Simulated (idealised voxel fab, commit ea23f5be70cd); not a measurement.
process module | voxel gate over fins
cross-section cut | 170 nm wide | cells 5 nm
A cross-section is a grid of square cells, given in bands from the top down. A band is one or more rows of cells.
Each band's line starts with the height of the band's top and of its bottom, in nm. Then come its materials from left to right, each with its width in nm. One material with "throughout" fills the band from edge to edge. "air" is empty space.
Height 0 is the level under which the wafer as received is all one material. The lowest band goes on downwards, as in "0 down".
A width such as "30 to 40" changes by the same amount from each row of cells to the next, from the band's top row to its bottom row.
"no change" after a step means that no cell of the cross-section changed.
closed voids: empty space of 8 cells or more with no open way to the top, each as width x height at its distance from the left edge, in nm
after a step's settings: what the simulator itself notes on the step
overlay nm, on a step with a mask: how far to the right of its planned place the mask lay; to the left if negative
plan
1 op RECEIVE | material Si
2 op CONFORMAL_DEP | material SiN | thk nm 5
3 op DIRECTIONAL_DEP | material aC | thk nm 10
4 op PATTERN | tone cover | mask id FINS | material resist | width nm 15 | pitch nm 60 | thk nm 25 | overlay nm 0
5 op DIRECTIONAL_ETCH | etch materials aC | depth nm 10
6 op STRIP | etch materials resist
7 op DIRECTIONAL_ETCH | etch materials SiN | depth nm 5
8 op DIRECTIONAL_ETCH | etch materials Si | depth nm 30
9 op STRIP | etch materials aC
10 op OXIDIZE | depth nm 5
11 op FILL_DEP | material SiO2 | thk nm 5
12 op CMP | height nm 5
13 op DIRECTIONAL_DEP | material aC | thk nm 15
14 op PATTERN | tone open | mask id RAIL | material resist | width nm 15 | thk nm 30 | overlay nm 0
15 op DIRECTIONAL_ETCH | etch materials aC | depth nm 15
16 op STRIP | etch materials resist
17 op DIRECTIONAL_ETCH | etch materials SiO2 | depth nm 30
18 op STRIP | etch materials aC
19 op CONFORMAL_DEP | material TiN | thk nm 5
20 op FILL_DEP | material W | thk nm 10
21 op CMP | height nm 5
22 op SELECTIVE_ETCH | etch materials W Ru TiN | depth nm 25
23 op FILL_DEP | material SiO2 | thk nm 5
24 op CMP | height nm 5
25 op SELECTIVE_ETCH | etch materials SiO2 | depth nm 20
26 op STRIP | etch materials SiN
27 op CONFORMAL_DEP | material HfO2 | thk nm 5
28 op CONFORMAL_DEP | material TiN | thk nm 5
29 op FILL_DEP | material W | thk nm 10
30 op CMP | height nm 15
31 op CONFORMAL_DEP | material SiCN | thk nm 10
as received, after step 1
  0 down: Si throughout
  closed voids: none
a wafer at the end: this start, this plan, one mistake
  25 to 15: SiCN throughout
  15 to 10: W throughout
  10 to 5: W 10 | TiN 25 | W 35 | TiN 25 | W 35 | TiN 25 | W 15
  5 to 0: W 10 | TiN 5 | HfO2 15 | TiN 5 | W 35 | TiN 5 | HfO2 15 | TiN 5 | W 35 | TiN 5 | HfO2 15 | TiN 5 | W 15
  0 to -5: W 10 | TiN 5 | HfO2 5 | Si 5 | HfO2 5 | TiN 5 | W 35 | TiN 5 | HfO2 5 | Si 5 | HfO2 5 | TiN 5 | W 35 | TiN 5 | HfO2 5 | Si 5 | HfO2 5 | TiN 5 | W 15
  -5 to -10: TiN 15 | HfO2 5 | Si 5 | HfO2 5 | TiN 45 | HfO2 5 | Si 5 | HfO2 5 | TiN 45 | HfO2 5 | Si 5 | HfO2 5 | TiN 20
  -10 to -15: HfO2 20 | Si 5 | HfO2 55 | Si 5 | HfO2 55 | Si 5 | HfO2 25
  -15 to -20: SiO2 20 | Si 5 | SiO2 55 | Si 5 | SiO2 55 | Si 5 | SiO2 25
  -20 to -25: SiO2 20 | Si 5 | SiO2 15 | TiN 15 | SiO2 25 | Si 5 | SiO2 55 | Si 5 | SiO2 25
  -25 to -35: SiO2 20 | Si 5 | SiO2 55 | Si 5 | SiO2 55 | Si 5 | SiO2 25
  -35 down: Si throughout
  closed voids: none
what went wrong: step 14 ran as: op PATTERN | tone open | mask id RAIL | material resist | width nm 15 | thk nm 30 | overlay nm -5
